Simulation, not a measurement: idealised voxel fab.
You're looking at the process module voxel air gaps.
200 nm wide, 5 nm square cells: that's cross-section cut.
Square cells in a grid make up a cross-section in this document, and the grid is given as bands, listed from the top down, each one or more rows of cells. Band: top height; bottom height; in nm. Then, left to right: material with width in nm, for each material. "everywhere": a single material spanning edge to edge. "air": empty space. It should be noted that heights are counted from 0, beneath which the wafer as supplied is of one material throughout, and that the lowest band possesses no lower boundary but continues downward, as written in "0 down". With a width like "30..40", each row of cells in the band differs from the next by the same amount, the top row carrying the first number and the bottom row the second. Step marked "no modifications"? Then no cell in the cross-section changed in it. The list in "Closed void inventory" covers empty spaces of 8 cells or more that cannot reach the top through any open way, and it gives each as width x height at distance; the distance is from the left edge, and width, height and distance are in nm. If you see something after the settings on a step's line, that's the simulator's own remark about that step. overlay nm: step with mask; distance mask lay right of planned place; negative value = left of planned place.

-- These are the steps we planned for the process
1,op RECEIVE | material Si
2,op CONFORMAL_DEP | material SiO2 | thk nm 15
3,op CONFORMAL_DEP | material SiN | thk nm 5
4,op DIRECTIONAL_DEP | material SiO2 | thk nm 35
5,op DIRECTIONAL_DEP | material aC | thk nm 15
6,op PATTERN | tone open | mask id LINES | material resist | width nm 15 | pitch nm 40 | thk nm 35 | overlay nm 0
7,op DIRECTIONAL_ETCH | etch materials aC | depth nm 15
8,op STRIP | etch materials resist
9,op DIRECTIONAL_ETCH | etch materials SiO2 | depth nm 35
10,op STRIP | etch materials aC
11,op CONFORMAL_DEP | material TiN | thk nm 5
12,op FILL_DEP | material W | thk nm 5
13,op CMP | height nm 55
14,op EPI | material Ru | thk nm 10
15,op SELECTIVE_ETCH | etch materials SiO2 | depth nm 45
16,op CONFORMAL_DEP | material SiCN | thk nm 5

-- Shown in cross-section is the wafer as received, that is, as it stands after step 1
    0 down | Si everywhere
    Closed void inventory: none

-- End-of-module XS, first of two wafers, run as planned
    70 to 65 | air=35, SiCN=125, air=40
    65 to 55 | air=35, SiCN=5, Ru=35, SiCN=5, Ru=35, SiCN=5, Ru=35, SiCN=5, air=40
    55 to 50 | air=35, SiCN=15, TiN=5, W=5, TiN=5, SiCN=25, TiN=5, W=5, TiN=5, SiCN=25, TiN=5, W=5, TiN=5, SiCN=15, air=40
    50 to 25 | air=45, SiCN=5, TiN=5, W=5, TiN=5, SiCN=5, air=15, SiCN=5, TiN=5, W=5, TiN=5, SiCN=5, air=15, SiCN=5, TiN=5, W=5, TiN=5, SiCN=5, air=50
    25 to 20 | SiCN=50, TiN=15, SiCN=25, TiN=15, SiCN=25, TiN=15, SiCN=55
    20 to 15 | SiN everywhere
    15 to 0 | SiO2 everywhere
    0 down | Si everywhere
    Closed void inventory: 15 x 25 at 70; 15 x 25 at 110

-- Cross-section, wafer two of two, end of module: same start and plan as wafer one, one error in execution
    70 to 65 | air=45, SiCN=125, air=30
    65 to 55 | air=45, SiCN=5, Ru=35, SiCN=5, Ru=35, SiCN=5, Ru=35, SiCN=5, air=30
    55 to 50 | air=45, SiCN=15, TiN=5, W=5, TiN=5, SiCN=25, TiN=5, W=5, TiN=5, SiCN=25, TiN=5, W=5, TiN=5, SiCN=15, air=30
    50 to 25 | air=55, SiCN=5, TiN=5, W=5, TiN=5, SiCN=5, air=15, SiCN=5, TiN=5, W=5, TiN=5, SiCN=5, air=15, SiCN=5, TiN=5, W=5, TiN=5, SiCN=5, air=40
    25 to 20 | SiCN=60, TiN=15, SiCN=25, TiN=15, SiCN=25, TiN=15, SiCN=45
    20 to 15 | SiN everywhere
    15 to 0 | SiO2 everywhere
    0 down | Si everywhere
    Closed void inventory: 15 x 25 at 80; 15 x 25 at 120
So what did we get wrong on this run? heads up, step 6 didn't go per plan, it actually ran as op PATTERN | tone open | mask id LINES | material resist | width nm 15 | pitch nm 40 | thk nm 35 | overlay nm 10
At the end, the second wafer has the same number of cells of each material as the first, but those cells sit in other places.
